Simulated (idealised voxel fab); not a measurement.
You're looking at the process module voxel spacer lines.
The width of the displayed cross-section, cut, is 225 nm; its cells are square, with a size of 5 nm.
Square cells in a grid make up a cross-section in this document, and the grid is given as bands, listed from the top down, each one or more rows of cells. Heads up on the band format: heights come first, top then bottom, in nm. After that it's the materials left to right, each with its width in nm. A single material flagged "throughout" fills the whole band edge to edge, and "empty" means there's empty space there. Height is counted from the level 0, under which the received wafer is composed throughout of one material. The lowest of the bands is not closed at the bottom but continues downward, in the notation "z 0 and below". It should be noted that a width expressed as "30..40" varies in equal increments from row to row of cells within the band, taking the value of the first number at the top row and that of the second number at the bottom row. When a step is marked "no change", none of the cells in the cross-section changed during that step. Look at "Trapped void list" for the closed voids: empty spaces with no open path to the top, sized 8 cells or up. Each is width x height at distance, distance from the left edge, all nm. Post-settings text on a step line: simulator's own remark regarding the step. A step line may carry the setting "overlay nm", which, for steps involving a mask, states the distance by which the mask lay to the right of its intended position; negative values denote displacement to the left.

[These are the steps we planned for the process]
1: RECEIVE (material Si)
2: CONFORMAL_DEP (material Al2O3; thk nm 5)
3: DIRECTIONAL_DEP (material W; thk nm 10)
4: DIRECTIONAL_DEP (material aC; thk nm 30)
5: PATTERN (tone cover; mask id MANDREL; material resist; width nm 25; pitch nm 70; thk nm 40; overlay nm 0)
6: DIRECTIONAL_ETCH (etch materials aC; depth nm 30)
7: STRIP (etch materials resist)
8: CONFORMAL_DEP (material SiO2; thk nm 10)
9: DIRECTIONAL_ETCH (etch materials SiO2; depth nm 10)
10: STRIP (etch materials aC)
11: DIRECTIONAL_ETCH (etch materials W; depth nm 10)
12: STRIP (etch materials SiO2)
13: FILL_DEP (material SiO2; thk nm 5)
14: CMP (height nm 15)

[First of two wafers - as planned]

[Shown in cross-section is the wafer as received, that is, as it stands after step 1]
z 0 and below  Si throughout
Trapped void list: none

[Presented here is a cross-section of the wafer after step 2 has been performed]
z 5 to 0  Al2O3 throughout
below 0: unchanged

[Presented here is a cross-section of the wafer after step 3 has been performed]
z 15 to 5  W throughout
below 5: unchanged

[Presented here is a cross-section of the wafer after step 4 has been performed]
z 45 to 15  aC throughout
below 15: unchanged

[Presented here is a cross-section of the wafer after step 5 has been performed]
z 85 to 45  30 nm empty  25 nm resist  45 nm empty  25 nm resist  45 nm empty  25 nm resist  30 nm empty
below 45: unchanged

[Presented here is a cross-section of the wafer after step 6 has been performed]
z 55 to 45  30 nm empty  25 nm resist  45 nm empty  25 nm resist  45 nm empty  25 nm resist  30 nm empty
z 45 to 15  30 nm empty  25 nm aC  45 nm empty  25 nm aC  45 nm empty  25 nm aC  30 nm empty
below 15: unchanged

[Presented here is a cross-section of the wafer after step 7 has been performed]
z 45 to 15  30 nm empty  25 nm aC  45 nm empty  25 nm aC  45 nm empty  25 nm aC  30 nm empty
below 15: unchanged

[Presented here is a cross-section of the wafer after step 8 has been performed]
z 55 to 45  20 nm empty  45 nm SiO2  25 nm empty  45 nm SiO2  25 nm empty  45 nm SiO2  20 nm empty
z 45 to 25  20 nm empty  10 nm SiO2  25 nm aC  10 nm SiO2  25 nm empty  10 nm SiO2  25 nm aC  10 nm SiO2  25 nm empty  10 nm SiO2  25 nm aC  10 nm SiO2  20 nm empty
z 25 to 15  30 nm SiO2  25 nm aC  45 nm SiO2  25 nm aC  45 nm SiO2  25 nm aC  30 nm SiO2
below 15: unchanged

[Presented here is a cross-section of the wafer after step 9 has been performed]
z 45 to 15  20 nm empty  10 nm SiO2  25 nm aC  10 nm SiO2  25 nm empty  10 nm SiO2  25 nm aC  10 nm SiO2  25 nm empty  10 nm SiO2  25 nm aC  10 nm SiO2  20 nm empty
below 15: unchanged

[Presented here is a cross-section of the wafer after step 10 has been performed]
z 45 to 15  20 nm empty  10 nm SiO2  25 nm empty  10 nm SiO2  25 nm empty  10 nm SiO2  25 nm empty  10 nm SiO2  25 nm empty  10 nm SiO2  25 nm empty  10 nm SiO2  20 nm empty
below 15: unchanged

[Presented here is a cross-section of the wafer after step 11 has been performed]
z 45 to 15  20 nm empty  10 nm SiO2  25 nm empty  10 nm SiO2  25 nm empty  10 nm SiO2  25 nm empty  10 nm SiO2  25 nm empty  10 nm SiO2  25 nm empty  10 nm SiO2  20 nm empty
z 15 to 5  20 nm empty  10 nm W  25 nm empty  10 nm W  25 nm empty  10 nm W  25 nm empty  10 nm W  25 nm empty  10 nm W  25 nm empty  10 nm W  20 nm empty
below 5: unchanged

[Presented here is a cross-section of the wafer after step 12 has been performed]
z 15 to 5  20 nm empty  10 nm W  25 nm empty  10 nm W  25 nm empty  10 nm W  25 nm empty  10 nm W  25 nm empty  10 nm W  25 nm empty  10 nm W  20 nm empty
below 5: unchanged

[Presented here is a cross-section of the wafer after step 13 has been performed]
z 20 to 15  SiO2 throughout
z 15 to 5  20 nm SiO2  10 nm W  25 nm SiO2  10 nm W  25 nm SiO2  10 nm W  25 nm SiO2  10 nm W  25 nm SiO2  10 nm W  25 nm SiO2  10 nm W  20 nm SiO2
below 5: unchanged

[Presented here is a cross-section of the wafer after step 14 has been performed]
z 15 to 5  20 nm SiO2  10 nm W  25 nm SiO2  10 nm W  25 nm SiO2  10 nm W  25 nm SiO2  10 nm W  25 nm SiO2  10 nm W  25 nm SiO2  10 nm W  20 nm SiO2
below 5: unchanged

[Second wafer, same starting conditions and recipe as the first, one mistake in executing it, nothing differs from the first up to and including step 1]

Second wafer, sectioned view, at step 2's planned end time: no change

[Second wafer, sectioned view, at step 3's planned end time]
z 10 to 0  W throughout
below 0: unchanged

[Second wafer, sectioned view, at step 4's planned end time]
z 40 to 10  aC throughout
below 10: unchanged

[Second wafer, sectioned view, at step 5's planned end time]
z 80 to 40  30 nm empty  25 nm resist  45 nm empty  25 nm resist  45 nm empty  25 nm resist  30 nm empty
below 40: unchanged

[Second wafer, sectioned view, at step 6's planned end time]
z 50 to 40  30 nm empty  25 nm resist  45 nm empty  25 nm resist  45 nm empty  25 nm resist  30 nm empty
z 40 to 10  30 nm empty  25 nm aC  45 nm empty  25 nm aC  45 nm empty  25 nm aC  30 nm empty
below 10: unchanged

[Second wafer, sectioned view, at step 7's planned end time]
z 40 to 10  30 nm empty  25 nm aC  45 nm empty  25 nm aC  45 nm empty  25 nm aC  30 nm empty
below 10: unchanged

[Second wafer, sectioned view, at step 8's planned end time]
z 50 to 40  20 nm empty  45 nm SiO2  25 nm empty  45 nm SiO2  25 nm empty  45 nm SiO2  20 nm empty
z 40 to 20  20 nm empty  10 nm SiO2  25 nm aC  10 nm SiO2  25 nm empty  10 nm SiO2  25 nm aC  10 nm SiO2  25 nm empty  10 nm SiO2  25 nm aC  10 nm SiO2  20 nm empty
z 20 to 10  30 nm SiO2  25 nm aC  45 nm SiO2  25 nm aC  45 nm SiO2  25 nm aC  30 nm SiO2
below 10: unchanged

[Second wafer, sectioned view, at step 9's planned end time]
z 40 to 10  20 nm empty  10 nm SiO2  25 nm aC  10 nm SiO2  25 nm empty  10 nm SiO2  25 nm aC  10 nm SiO2  25 nm empty  10 nm SiO2  25 nm aC  10 nm SiO2  20 nm empty
below 10: unchanged

[Second wafer, sectioned view, at step 10's planned end time]
z 40 to 10  20 nm empty  10 nm SiO2  25 nm empty  10 nm SiO2  25 nm empty  10 nm SiO2  25 nm empty  10 nm SiO2  25 nm empty  10 nm SiO2  25 nm empty  10 nm SiO2  20 nm empty
below 10: unchanged

[Second wafer, sectioned view, at step 11's planned end time]
z 40 to 10  20 nm empty  10 nm SiO2  25 nm empty  10 nm SiO2  25 nm empty  10 nm SiO2  25 nm empty  10 nm SiO2  25 nm empty  10 nm SiO2  25 nm empty  10 nm SiO2  20 nm empty
z 10 to 0  20 nm empty  10 nm W  25 nm empty  10 nm W  25 nm empty  10 nm W  25 nm empty  10 nm W  25 nm empty  10 nm W  25 nm empty  10 nm W  20 nm empty
below 0: unchanged

[Second wafer, sectioned view, at step 12's planned end time]
z 10 to 0  20 nm empty  10 nm W  25 nm empty  10 nm W  25 nm empty  10 nm W  25 nm empty  10 nm W  25 nm empty  10 nm W  25 nm empty  10 nm W  20 nm empty
below 0: unchanged

[Second wafer, sectioned view, at step 13's planned end time]
z 15 to 10  SiO2 throughout
z 10 to 0  20 nm SiO2  10 nm W  25 nm SiO2  10 nm W  25 nm SiO2  10 nm W  25 nm SiO2  10 nm W  25 nm SiO2  10 nm W  25 nm SiO2  10 nm W  20 nm SiO2
below 0: unchanged

Second wafer, sectioned view, at step 14's planned end time: no change
Nonconformance to the process plan: it should be noted that step 2 of the plan was omitted and was not performed
Final wafer comparison in cells, second versus first, more or fewer per material: -45 Al2O3 | +45 SiO2
